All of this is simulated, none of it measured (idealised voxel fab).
process module | voxel trench capacitor
cross-section cut | 245 nm wide | cells 5 nm
A cross-section is a grid of square cells, given in bands from the top down. A band is one or more rows of cells.
Each band's line starts with the height of the band's top and of its bottom, in nm. Then come its materials from left to right, each with its width in nm. One material with "throughout" fills the band from edge to edge. "air" is empty space.
Height 0 is the level under which the wafer as received is all one material. The lowest band goes on downwards, as in "0 down".
A width such as "30 to 40" changes by the same amount from each row of cells to the next, from the band's top row to its bottom row.
"no change" after a step means that no cell of the cross-section changed.
closed voids: empty space of 8 cells or more with no open way to the top, each as width x height at its distance from the left edge, in nm
after a step's settings: what the simulator itself notes on the step
overlay nm, on a step with a mask: how far to the right of its planned place the mask lay; to the left if negative
plan
1 op RECEIVE | material Si
2 op CONFORMAL_DEP | material SiN | thk nm 5
3 op PATTERN | tone open | mask id TRENCH | material resist | width nm 25 | pitch nm 45 | thk nm 20 | overlay nm 0
4 op DIRECTIONAL_ETCH | etch materials SiN | depth nm 5
5 op DIRECTIONAL_ETCH | etch materials Si | depth nm 35
6 op STRIP | etch materials resist
7 op CONFORMAL_DEP | material HfO2 | thk nm 5
8 op CONFORMAL_DEP | material TiN | thk nm 5
9 op FILL_DEP | material W | thk nm 5
10 op CMP | height nm 5
first wafer, as planned
as received, after step 1
  0 down: Si throughout
  closed voids: none
after step 2
  5 to 0: SiN throughout
  below 0: unchanged
after step 3
  25 to 5: resist 65 | air 25 | resist 20 | air 25 | resist 20 | air 25 | resist 65
  below 5: unchanged
after step 4
  25 to 5: resist 65 | air 25 | resist 20 | air 25 | resist 20 | air 25 | resist 65
  5 to 0: SiN 65 | air 25 | SiN 20 | air 25 | SiN 20 | air 25 | SiN 65
  below 0: unchanged
after step 5
  25 to 5: resist 65 | air 25 | resist 20 | air 25 | resist 20 | air 25 | resist 65
  5 to 0: SiN 65 | air 25 | SiN 20 | air 25 | SiN 20 | air 25 | SiN 65
  0 to -35: Si 65 | air 25 | Si 20 | air 25 | Si 20 | air 25 | Si 65
  below -35: unchanged
after step 6
  5 to 0: SiN 65 | air 25 | SiN 20 | air 25 | SiN 20 | air 25 | SiN 65
  below 0: unchanged
after step 7
  10 to 5: HfO2 70 | air 15 | HfO2 30 | air 15 | HfO2 30 | air 15 | HfO2 70
  5 to 0: SiN 65 | HfO2 5 | air 15 | HfO2 5 | SiN 20 | HfO2 5 | air 15 | HfO2 5 | SiN 20 | HfO2 5 | air 15 | HfO2 5 | SiN 65
  0 to -30: Si 65 | HfO2 5 | air 15 | HfO2 5 | Si 20 | HfO2 5 | air 15 | HfO2 5 | Si 20 | HfO2 5 | air 15 | HfO2 5 | Si 65
  -30 to -35: Si 65 | HfO2 25 | Si 20 | HfO2 25 | Si 20 | HfO2 25 | Si 65
  below -35: unchanged
after step 8
  15 to 10: TiN 75 | air 5 | TiN 40 | air 5 | TiN 40 | air 5 | TiN 75
  10 to 5: HfO2 70 | TiN 5 | air 5 | TiN 5 | HfO2 30 | TiN 5 | air 5 | TiN 5 | HfO2 30 | TiN 5 | air 5 | TiN 5 | HfO2 70
  5 to 0: SiN 65 | HfO2 5 | TiN 5 | air 5 | TiN 5 | HfO2 5 | SiN 20 | HfO2 5 | TiN 5 | air 5 | TiN 5 | HfO2 5 | SiN 20 | HfO2 5 | TiN 5 | air 5 | TiN 5 | HfO2 5 | SiN 65
  0 to -25: Si 65 | HfO2 5 | TiN 5 | air 5 | TiN 5 | HfO2 5 | Si 20 | HfO2 5 | TiN 5 | air 5 | TiN 5 | HfO2 5 | Si 20 | HfO2 5 | TiN 5 | air 5 | TiN 5 | HfO2 5 | Si 65
  -25 to -30: Si 65 | HfO2 5 | TiN 15 | HfO2 5 | Si 20 | HfO2 5 | TiN 15 | HfO2 5 | Si 20 | HfO2 5 | TiN 15 | HfO2 5 | Si 65
  below -30: unchanged
after step 9
  20 to 15: W throughout
  15 to 10: TiN 75 | W 5 | TiN 40 | W 5 | TiN 40 | W 5 | TiN 75
  10 to 5: HfO2 70 | TiN 5 | W 5 | TiN 5 | HfO2 30 | TiN 5 | W 5 | TiN 5 | HfO2 30 | TiN 5 | W 5 | TiN 5 | HfO2 70
  5 to 0: SiN 65 | HfO2 5 | TiN 5 | W 5 | TiN 5 | HfO2 5 | SiN 20 | HfO2 5 | TiN 5 | W 5 | TiN 5 | HfO2 5 | SiN 20 | HfO2 5 | TiN 5 | W 5 | TiN 5 | HfO2 5 | SiN 65
  0 to -25: Si 65 | HfO2 5 | TiN 5 | W 5 | TiN 5 | HfO2 5 | Si 20 | HfO2 5 | TiN 5 | W 5 | TiN 5 | HfO2 5 | Si 20 | HfO2 5 | TiN 5 | W 5 | TiN 5 | HfO2 5 | Si 65
  below -25: unchanged
after step 10
  5 to 0: SiN 65 | HfO2 5 | TiN 5 | W 5 | TiN 5 | HfO2 5 | SiN 20 | HfO2 5 | TiN 5 | W 5 | TiN 5 | HfO2 5 | SiN 20 | HfO2 5 | TiN 5 | W 5 | TiN 5 | HfO2 5 | SiN 65
  below 0: unchanged
second wafer: like start, like plan, one mistake. Through step 2 it matches the first wafer
when step 3 should have ended
  25 to 5: air 65 | resist 25 | air 20 | resist 25 | air 20 | resist 25 | air 65
  below 5: unchanged
when step 4 should have ended
  25 to 5: air 65 | resist 25 | air 20 | resist 25 | air 20 | resist 25 | air 65
  5 to 0: air 65 | SiN 25 | air 20 | SiN 25 | air 20 | SiN 25 | air 65
  below 0: unchanged
when step 5 should have ended
  25 to 5: air 65 | resist 25 | air 20 | resist 25 | air 20 | resist 25 | air 65
  5 to 0: air 65 | SiN 25 | air 20 | SiN 25 | air 20 | SiN 25 | air 65
  0 to -35: air 65 | Si 25 | air 20 | Si 25 | air 20 | Si 25 | air 65
  below -35: unchanged
when step 6 should have ended
  5 to 0: air 65 | SiN 25 | air 20 | SiN 25 | air 20 | SiN 25 | air 65
  below 0: unchanged
when step 7 should have ended
  10 to 5: air 60 | HfO2 35 | air 10 | HfO2 35 | air 10 | HfO2 35 | air 60
  5 to 0: air 60 | HfO2 5 | SiN 25 | HfO2 5 | air 10 | HfO2 5 | SiN 25 | HfO2 5 | air 10 | HfO2 5 | SiN 25 | HfO2 5 | air 60
  0 to -30: air 60 | HfO2 5 | Si 25 | HfO2 5 | air 10 | HfO2 5 | Si 25 | HfO2 5 | air 10 | HfO2 5 | Si 25 | HfO2 5 | air 60
  -30 to -35: HfO2 65 | Si 25 | HfO2 20 | Si 25 | HfO2 20 | Si 25 | HfO2 65
  below -35: unchanged
when step 8 should have ended
  15 to 10: air 55 | TiN 135 | air 55
  10 to 5: air 55 | TiN 5 | HfO2 35 | TiN 10 | HfO2 35 | TiN 10 | HfO2 35 | TiN 5 | air 55
  5 to 0: air 55 | TiN 5 | HfO2 5 | SiN 25 | HfO2 5 | TiN 10 | HfO2 5 | SiN 25 | HfO2 5 | TiN 10 | HfO2 5 | SiN 25 | HfO2 5 | TiN 5 | air 55
  0 to -25: air 55 | TiN 5 | HfO2 5 | Si 25 | HfO2 5 | TiN 10 | HfO2 5 | Si 25 | HfO2 5 | TiN 10 | HfO2 5 | Si 25 | HfO2 5 | TiN 5 | air 55
  -25 to -30: TiN 60 | HfO2 5 | Si 25 | HfO2 5 | TiN 10 | HfO2 5 | Si 25 | HfO2 5 | TiN 10 | HfO2 5 | Si 25 | HfO2 5 | TiN 60
  below -30: unchanged
when step 9 should have ended
  20 to 15: W throughout
  15 to 10: W 55 | TiN 135 | W 55
  10 to 5: W 55 | TiN 5 | HfO2 35 | TiN 10 | HfO2 35 | TiN 10 | HfO2 35 | TiN 5 | W 55
  5 to 0: W 55 | TiN 5 | HfO2 5 | SiN 25 | HfO2 5 | TiN 10 | HfO2 5 | SiN 25 | HfO2 5 | TiN 10 | HfO2 5 | SiN 25 | HfO2 5 | TiN 5 | W 55
  0 to -25: W 55 | TiN 5 | HfO2 5 | Si 25 | HfO2 5 | TiN 10 | HfO2 5 | Si 25 | HfO2 5 | TiN 10 | HfO2 5 | Si 25 | HfO2 5 | TiN 5 | W 55
  below -25: unchanged
when step 10 should have ended
  5 to 0: W 55 | TiN 5 | HfO2 5 | SiN 25 | HfO2 5 | TiN 10 | HfO2 5 | SiN 25 | HfO2 5 | TiN 10 | HfO2 5 | SiN 25 | HfO2 5 | TiN 5 | W 55
  below 0: unchanged
what went wrong: step 3 ran as: op PATTERN | tone cover | mask id TRENCH | material resist | width nm 25 | pitch nm 45 | thk nm 20 | overlay nm 0
at the end the second wafer has, in cells: 19 more of HfO2 | 133 fewer of Si | 19 fewer of SiN | 19 more of TiN | 114 more of W
